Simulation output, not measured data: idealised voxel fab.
Title: Process Module voxel capacitor over wiring
Cross-section cut spans 245 nm and uses square cells 5 nm in size.
In this document a cross-section is written as a grid of square cells. It is given as a series of bands, listed from the top down, and a band is one or more rows of cells. Band: top and bottom heights (nm) first, top before bottom; then materials from left to right, widths in nm. "everywhere" marks a sole material filling the band edge to edge. "air" denotes empty space. Heights from 0 (as-received wafer is one material below). Bottom band endless downward, as "0 down". A width such as "30..40" changes by the same amount from each row of cells to the next, from the band's top row to its bottom row. Step note "no change" = no cross-section cell changed. "Unvented voids" specifies each empty space that is not open to the top and that occupies no fewer than 8 cells, using the form width x height at distance, the distance measured from the left edge and all three quantities in nm. Post-settings text on a step line: simulator's own remark regarding the step. The "overlay nm" setting may appear on a step's line; for a step that uses a mask, it gives how far to the right of its planned position the mask lay, and a negative value indicates the left.

-- The process steps that were planned are listed below
step 1: RECEIVE (material Si)
step 2: CONFORMAL_DEP (material SiO2; thk nm 15)
step 3: CONFORMAL_DEP (material SiCN; thk nm 5)
step 4: DIRECTIONAL_DEP (material lowk; thk nm 25)
step 5: DIRECTIONAL_DEP (material aC; thk nm 15)
step 6: PATTERN (tone open; mask id METAL_1; material resist; width nm 20; pitch nm 90; thk nm 35; overlay nm 0)
step 7: DIRECTIONAL_ETCH (etch materials aC; depth nm 15)
step 8: STRIP (etch materials resist)
step 9: DIRECTIONAL_ETCH (etch materials lowk; depth nm 25)
step 10: DIRECTIONAL_ETCH (etch materials SiCN; depth nm 5)
step 11: STRIP (etch materials aC)
step 12: CONFORMAL_DEP (material TiN; thk nm 5)
step 13: FILL_DEP (material Cu; thk nm 5)
step 14: CMP (height nm 45)
step 15: EPI (material Ru; thk nm 5)
step 16: FILL_DEP (material SiCN; thk nm 5)
step 17: DIRECTIONAL_DEP (material SiO2; thk nm 20)
step 18: PATTERN (tone open; mask id PLUG_1; material resist; width nm 15; thk nm 20; overlay nm 0)
step 19: DIRECTIONAL_ETCH (etch materials SiO2; depth nm 20)
step 20: DIRECTIONAL_ETCH (etch materials SiCN; depth nm 5)
step 21: STRIP (etch materials resist)
step 22: EPI (material Ru; thk nm 10)
step 23: EPI (material Ru; thk nm 10)
step 24: EPI (material Ru; thk nm 5)
step 25: DIRECTIONAL_DEP (material TiN; thk nm 5)
step 26: DIRECTIONAL_DEP (material Al2O3; thk nm 5)
step 27: DIRECTIONAL_DEP (material TiN; thk nm 5)
step 28: MASKED_ETCH (tone cover; mask id UPPER_PLATE; width nm 75; etch materials TiN; depth nm 5; overlay nm 0)
step 29: MASKED_ETCH (tone cover; mask id UPPER_PLATE; width nm 75; etch materials Al2O3; depth nm 5; overlay nm 0)
step 30: DIRECTIONAL_DEP (material aC; thk nm 15)
step 31: PATTERN (tone cover; mask id LOWER_PLATE; material resist; width nm 85; thk nm 30; overlay nm 0)
step 32: DIRECTIONAL_ETCH (etch materials aC; depth nm 15)
step 33: STRIP (etch materials resist)
step 34: DIRECTIONAL_ETCH (etch materials TiN; depth nm 5)
step 35: STRIP (etch materials aC)
step 36: FILL_DEP (material SiO2; thk nm 20)
step 37: CMP (height nm 105)
step 38: DIRECTIONAL_DEP (material aC; thk nm 15)
step 39: PATTERN (tone open; mask id PLUG_2; material resist; width nm 15; thk nm 35; overlay nm 0)
step 40: DIRECTIONAL_ETCH (etch materials aC; depth nm 15)
step 41: STRIP (etch materials resist)
step 42: DIRECTIONAL_ETCH (etch materials SiO2; depth nm 15)
step 43: STRIP (etch materials aC)
step 44: CONFORMAL_DEP (material TiN; thk nm 5)
step 45: FILL_DEP (material Cu; thk nm 10)
step 46: CMP (height nm 105)
step 47: CONFORMAL_DEP (material SiN; thk nm 5)

-- The first wafer of two, processed as planned

-- Cross-section of the wafer upon arrival, representing the state reached after step 1
  0 down | Si everywhere
  Unvented voids: none

-- Once step 2 is through, the wafer looks like this in cross-section
  15 to 0 | SiO2 everywhere
  Everything under 0 stays put, no change at all.

-- Once step 3 is through, the wafer looks like this in cross-section
  20 to 15 | SiCN everywhere
  Everything under 15 stays put, no change at all.

-- Once step 4 is through, the wafer looks like this in cross-section
  45 to 20 | lowk everywhere
  Everything under 20 stays put, no change at all.

-- Once step 5 is through, the wafer looks like this in cross-section
  60 to 45 | aC everywhere
  Everything under 45 stays put, no change at all.

-- Once step 6 is through, the wafer looks like this in cross-section
  95 to 60 | resist 65 nm | air 20 nm | resist 70 nm | air 20 nm | resist 70 nm
  Everything under 60 stays put, no change at all.

-- Once step 7 is through, the wafer looks like this in cross-section
  80 to 60 | resist 65 nm | air 20 nm | resist 70 nm | air 20 nm | resist 70 nm
  60 to 45 | aC 65 nm | air 20 nm | aC 70 nm | air 20 nm | aC 70 nm
  Everything under 45 stays put, no change at all.

-- Once step 8 is through, the wafer looks like this in cross-section
  60 to 45 | aC 65 nm | air 20 nm | aC 70 nm | air 20 nm | aC 70 nm
  Everything under 45 stays put, no change at all.

-- Once step 9 is through, the wafer looks like this in cross-section
  60 to 45 | aC 65 nm | air 20 nm | aC 70 nm | air 20 nm | aC 70 nm
  45 to 20 | lowk 65 nm | air 20 nm | lowk 70 nm | air 20 nm | lowk 70 nm
  Everything under 20 stays put, no change at all.

-- Once step 10 is through, the wafer looks like this in cross-section
  60 to 45 | aC 65 nm | air 20 nm | aC 70 nm | air 20 nm | aC 70 nm
  45 to 20 | lowk 65 nm | air 20 nm | lowk 70 nm | air 20 nm | lowk 70 nm
  20 to 15 | SiCN 65 nm | air 20 nm | SiCN 70 nm | air 20 nm | SiCN 70 nm
  Everything under 15 stays put, no change at all.

-- Once step 11 is through, the wafer looks like this in cross-section
  45 to 20 | lowk 65 nm | air 20 nm | lowk 70 nm | air 20 nm | lowk 70 nm
  Everything under 20 stays put, no change at all.

-- Once step 12 is through, the wafer looks like this in cross-section
  50 to 45 | TiN 70 nm | air 10 nm | TiN 80 nm | air 10 nm | TiN 75 nm
  45 to 20 | lowk 65 nm | TiN 5 nm | air 10 nm | TiN 5 nm | lowk 70 nm | TiN 5 nm | air 10 nm | TiN 5 nm | lowk 70 nm
  20 to 15 | SiCN 65 nm | TiN 20 nm | SiCN 70 nm | TiN 20 nm | SiCN 70 nm
  Everything under 15 stays put, no change at all.

-- Once step 13 is through, the wafer looks like this in cross-section
  55 to 50 | Cu everywhere
  50 to 45 | TiN 70 nm | Cu 10 nm | TiN 80 nm | Cu 10 nm | TiN 75 nm
  45 to 20 | lowk 65 nm | TiN 5 nm | Cu 10 nm | TiN 5 nm | lowk 70 nm | TiN 5 nm | Cu 10 nm | TiN 5 nm | lowk 70 nm
  Everything under 20 stays put, no change at all.

-- Once step 14 is through, the wafer looks like this in cross-section
  45 to 20 | lowk 65 nm | TiN 5 nm | Cu 10 nm | TiN 5 nm | lowk 70 nm | TiN 5 nm | Cu 10 nm | TiN 5 nm | lowk 70 nm
  Everything under 20 stays put, no change at all.

-- Once step 15 is through, the wafer looks like this in cross-section
  50 to 45 | air 60 nm | Ru 30 nm | air 60 nm | Ru 30 nm | air 65 nm
  Everything under 45 stays put, no change at all.

-- Once step 16 is through, the wafer looks like this in cross-section
  55 to 50 | SiCN everywhere
  50 to 45 | SiCN 60 nm | Ru 30 nm | SiCN 60 nm | Ru 30 nm | SiCN 65 nm
  Everything under 45 stays put, no change at all.

-- Once step 17 is through, the wafer looks like this in cross-section
  75 to 55 | SiO2 everywhere
  Everything under 55 stays put, no change at all.

-- Once step 18 is through, the wafer looks like this in cross-section
  95 to 75 | resist 70 nm | air 15 nm | resist 160 nm
  Everything under 75 stays put, no change at all.

-- Once step 19 is through, the wafer looks like this in cross-section
  95 to 75 | resist 70 nm | air 15 nm | resist 160 nm
  75 to 55 | SiO2 70 nm | air 15 nm | SiO2 160 nm
  Everything under 55 stays put, no change at all.

-- Once step 20 is through, the wafer looks like this in cross-section
  95 to 75 | resist 70 nm | air 15 nm | resist 160 nm
  75 to 55 | SiO2 70 nm | air 15 nm | SiO2 160 nm
  55 to 50 | SiCN 70 nm | air 15 nm | SiCN 160 nm
  Everything under 50 stays put, no change at all.

-- Once step 21 is through, the wafer looks like this in cross-section
  75 to 55 | SiO2 70 nm | air 15 nm | SiO2 160 nm
  Everything under 55 stays put, no change at all.

-- Once step 22 is through, the wafer looks like this in cross-section
  75 to 60 | SiO2 70 nm | air 15 nm | SiO2 160 nm
  60 to 55 | SiO2 70 nm | Ru 15 nm | SiO2 160 nm
  55 to 50 | SiCN 70 nm | Ru 15 nm | SiCN 160 nm
  Everything under 50 stays put, no change at all.

-- Once step 23 is through, the wafer looks like this in cross-section
  75 to 70 | SiO2 70 nm | air 15 nm | SiO2 160 nm
  70 to 55 | SiO2 70 nm | Ru 15 nm | SiO2 160 nm
  Everything under 55 stays put, no change at all.

-- Once step 24 is through, the wafer looks like this in cross-section
  75 to 55 | SiO2 70 nm | Ru 15 nm | SiO2 160 nm
  Everything under 55 stays put, no change at all.

-- Once step 25 is through, the wafer looks like this in cross-section
  80 to 75 | TiN everywhere
  Everything under 75 stays put, no change at all.

-- Once step 26 is through, the wafer looks like this in cross-section
  85 to 80 | Al2O3 everywhere
  Everything under 80 stays put, no change at all.

-- Once step 27 is through, the wafer looks like this in cross-section
  90 to 85 | TiN everywhere
  Everything under 85 stays put, no change at all.

-- Once step 28 is through, the wafer looks like this in cross-section
  90 to 85 | air 70 nm | TiN 75 nm | air 100 nm
  Everything under 85 stays put, no change at all.

-- Once step 29 is through, the wafer looks like this in cross-section
  90 to 85 | air 70 nm | TiN 75 nm | air 100 nm
  85 to 80 | air 70 nm | Al2O3 75 nm | air 100 nm
  Everything under 80 stays put, no change at all.

-- Once step 30 is through, the wafer looks like this in cross-section
  105 to 95 | air 70 nm | aC 75 nm | air 100 nm
  95 to 90 | aC everywhere
  90 to 85 | aC 70 nm | TiN 75 nm | aC 100 nm
  85 to 80 | aC 70 nm | Al2O3 75 nm | aC 100 nm
  Everything under 80 stays put, no change at all.

-- Once step 31 is through, the wafer looks like this in cross-section
  135 to 105 | air 65 nm | resist 85 nm | air 95 nm
  105 to 95 | air 65 nm | resist 5 nm | aC 75 nm | resist 5 nm | air 95 nm
  Everything under 95 stays put, no change at all.

-- Once step 32 is through, the wafer looks like this in cross-section
  120 to 105 | air 65 nm | resist 85 nm | air 95 nm
  105 to 95 | air 65 nm | resist 5 nm | aC 75 nm | resist 5 nm | air 95 nm
  95 to 90 | air 65 nm | aC 85 nm | air 95 nm
  90 to 85 | air 65 nm | aC 5 nm | TiN 75 nm | aC 5 nm | air 95 nm
  85 to 80 | air 65 nm | aC 5 nm | Al2O3 75 nm | aC 5 nm | air 95 nm
  Everything under 80 stays put, no change at all.

-- Once step 33 is through, the wafer looks like this in cross-section
  105 to 95 | air 70 nm | aC 75 nm | air 100 nm
  Everything under 95 stays put, no change at all.

-- Once step 34 is through, the wafer looks like this in cross-section
  105 to 95 | air 70 nm | aC 75 nm | air 100 nm
  95 to 90 | air 65 nm | aC 85 nm | air 95 nm
  90 to 85 | air 65 nm | aC 5 nm | TiN 75 nm | aC 5 nm | air 95 nm
  85 to 80 | air 65 nm | aC 5 nm | Al2O3 75 nm | aC 5 nm | air 95 nm
  80 to 75 | air 65 nm | TiN 85 nm | air 95 nm
  Everything under 75 stays put, no change at all.

-- Once step 35 is through, the wafer looks like this in cross-section
  90 to 85 | air 70 nm | TiN 75 nm | air 100 nm
  85 to 80 | air 70 nm | Al2O3 75 nm | air 100 nm
  Everything under 80 stays put, no change at all.

-- Once step 36 is through, the wafer looks like this in cross-section
  110 to 90 | SiO2 everywhere
  90 to 85 | SiO2 70 nm | TiN 75 nm | SiO2 100 nm
  85 to 80 | SiO2 70 nm | Al2O3 75 nm | SiO2 100 nm
  80 to 75 | SiO2 65 nm | TiN 85 nm | SiO2 95 nm
  Everything under 75 stays put, no change at all.

-- Once step 37 is through, the wafer looks like this in cross-section
  105 to 90 | SiO2 everywhere
  Everything under 90 stays put, no change at all.

-- Once step 38 is through, the wafer looks like this in cross-section
  120 to 105 | aC everywhere
  Everything under 105 stays put, no change at all.

-- Once step 39 is through, the wafer looks like this in cross-section
  155 to 120 | resist 80 nm | air 15 nm | resist 150 nm
  Everything under 120 stays put, no change at all.

-- Once step 40 is through, the wafer looks like this in cross-section
  140 to 120 | resist 80 nm | air 15 nm | resist 150 nm
  120 to 105 | aC 80 nm | air 15 nm | aC 150 nm
  Everything under 105 stays put, no change at all.

-- Once step 41 is through, the wafer looks like this in cross-section
  120 to 105 | aC 80 nm | air 15 nm | aC 150 nm
  Everything under 105 stays put, no change at all.

-- Once step 42 is through, the wafer looks like this in cross-section
  120 to 105 | aC 80 nm | air 15 nm | aC 150 nm
  105 to 90 | SiO2 80 nm | air 15 nm | SiO2 150 nm
  Everything under 90 stays put, no change at all.

-- Once step 43 is through, the wafer looks like this in cross-section
  105 to 90 | SiO2 80 nm | air 15 nm | SiO2 150 nm
  Everything under 90 stays put, no change at all.

-- Once step 44 is through, the wafer looks like this in cross-section
  110 to 105 | TiN 85 nm | air 5 nm | TiN 155 nm
  105 to 95 | SiO2 80 nm | TiN 5 nm | air 5 nm | TiN 5 nm | SiO2 150 nm
  95 to 85 | SiO2 80..70 nm | TiN 15..75 nm | SiO2 150..100 nm
  Everything under 85 stays put, no change at all.

-- Once step 45 is through, the wafer looks like this in cross-section
  120 to 110 | Cu everywhere
  110 to 105 | TiN 85 nm | Cu 5 nm | TiN 155 nm
  105 to 95 | SiO2 80 nm | TiN 5 nm | Cu 5 nm | TiN 5 nm | SiO2 150 nm
  Everything under 95 stays put, no change at all.

-- Once step 46 is through, the wafer looks like this in cross-section
  105 to 95 | SiO2 80 nm | TiN 5 nm | Cu 5 nm | TiN 5 nm | SiO2 150 nm
  Everything under 95 stays put, no change at all.

-- Once step 47 is through, the wafer looks like this in cross-section
  110 to 105 | SiN everywhere
  Everything under 105 stays put, no change at all.

-- The second wafer began exactly as the first did and followed the same plan, but one mistake was made while running it; through step 38 inclusive, the two wafers are identical

-- Second wafer, sectioned view, at step 39's planned end time
  155 to 120 | resist 80 nm | air 20 nm | resist 145 nm
  Everything under 120 stays put, no change at all.

-- Second wafer, sectioned view, at step 40's planned end time
  140 to 120 | resist 80 nm | air 20 nm | resist 145 nm
  120 to 105 | aC 80 nm | air 20 nm | aC 145 nm
  Everything under 105 stays put, no change at all.

-- Second wafer, sectioned view, at step 41's planned end time
  120 to 105 | aC 80 nm | air 20 nm | aC 145 nm
  Everything under 105 stays put, no change at all.

-- Second wafer, sectioned view, at step 42's planned end time
  120 to 105 | aC 80 nm | air 20 nm | aC 145 nm
  105 to 90 | SiO2 80 nm | air 20 nm | SiO2 145 nm
  Everything under 90 stays put, no change at all.

-- Second wafer, sectioned view, at step 43's planned end time
  105 to 90 | SiO2 80 nm | air 20 nm | SiO2 145 nm
  Everything under 90 stays put, no change at all.

-- Second wafer, sectioned view, at step 44's planned end time
  110 to 105 | TiN 85 nm | air 10 nm | TiN 150 nm
  105 to 95 | SiO2 80 nm | TiN 5 nm | air 10 nm | TiN 5 nm | SiO2 145 nm
  95 to 85 | SiO2 80..70 nm | TiN 20..75 nm | SiO2 145..100 nm
  Everything under 85 stays put, no change at all.

-- Second wafer, sectioned view, at step 45's planned end time
  120 to 110 | Cu everywhere
  110 to 105 | TiN 85 nm | Cu 10 nm | TiN 150 nm
  105 to 95 | SiO2 80 nm | TiN 5 nm | Cu 10 nm | TiN 5 nm | SiO2 145 nm
  Everything under 95 stays put, no change at all.

-- Second wafer, sectioned view, at step 46's planned end time
  105 to 95 | SiO2 80 nm | TiN 5 nm | Cu 10 nm | TiN 5 nm | SiO2 145 nm
  Everything under 95 stays put, no change at all.

-- Second wafer, sectioned view, at step 47's planned end time
  110 to 105 | SiN everywhere
  Everything under 105 stays put, no change at all.
what went wrong: so step 39 ended up running with a different setting than we planned, it ran as PATTERN (tone open; mask id PLUG_2; material resist; width nm 20; thk nm 35; overlay nm 0)
Final wafer comparison in cells, second versus first, more or fewer per material: 2 more of Cu | 3 fewer of SiO2 | 1 more of TiN
